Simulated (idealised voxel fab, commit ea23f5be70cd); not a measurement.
Proc. module: voxel trench capacitor
cross-section cut | 235 nm wide | cells 5 nm
Cross-section = grid of square cells, listed top down in bands; band = one or more rows. Quick guide to a band line: top height, bottom height (nm) up front; then every material left to right with its width in nm. Only one material and it's marked "edge to edge"? Then it fills the band edge to edge. And "empty" just means empty space. Heights are reckoned from 0. Under this level, the received wafer is all of one material. The bottommost band is open-ended downward, for example "top 0, no bottom". Top row gets the first number, bottom row gets the second, and each row in between changes by the same step: that is how a band width like "30->40" works. "no alteration" after a step means that no cell of the cross-section changed. Listed in "Closed internal cavities": every empty space of 8 or more cells without an open way to the top. Form: width x height at distance, the distance being from the left edge, all in nm. Anything after a step's settings on that line? It's the simulator's own note about the step. overlay nm: mask offset rightward from planned place, masked step; negative means leftward offset.
The steps planned for the process are as follows:
step 1: RECEIVE (material Si)
step 2: CONFORMAL_DEP (material SiN; thk nm 5)
step 3: MASKED_ETCH (tone open; mask id TRENCH; width nm 25; pitch nm 40; etch materials SiN; depth nm 5; overlay nm 0)
step 4: MASKED_ETCH (tone open; mask id TRENCH; width nm 25; pitch nm 40; etch materials Si; depth nm 35; overlay nm 0)
step 5: CONFORMAL_DEP (material HfO2; thk nm 5)
step 6: CONFORMAL_DEP (material TiN; thk nm 5)
step 7: FILL_DEP (material W; thk nm 10)
step 8: CMP (height nm 5)
Incoming wafer, cross-sectional view, post step 1:
	top 0, no bottom = Si edge to edge
	Closed internal cavities: none
One mistake in running the module, otherwise start and plan as above: cross-section at the end:
	top 5, bottom 0 = HfO2=65  SiN=25  HfO2=15  SiN=25  HfO2=15  SiN=25  HfO2=65
	top 0, no bottom = Si edge to edge
	Closed internal cavities: none
Nonconformance to the process plan: step 3 changed vs plan, executed as MASKED_ETCH (tone cover; mask id TRENCH; width nm 25; pitch nm 40; etch materials SiN; depth nm 5; overlay nm 0)
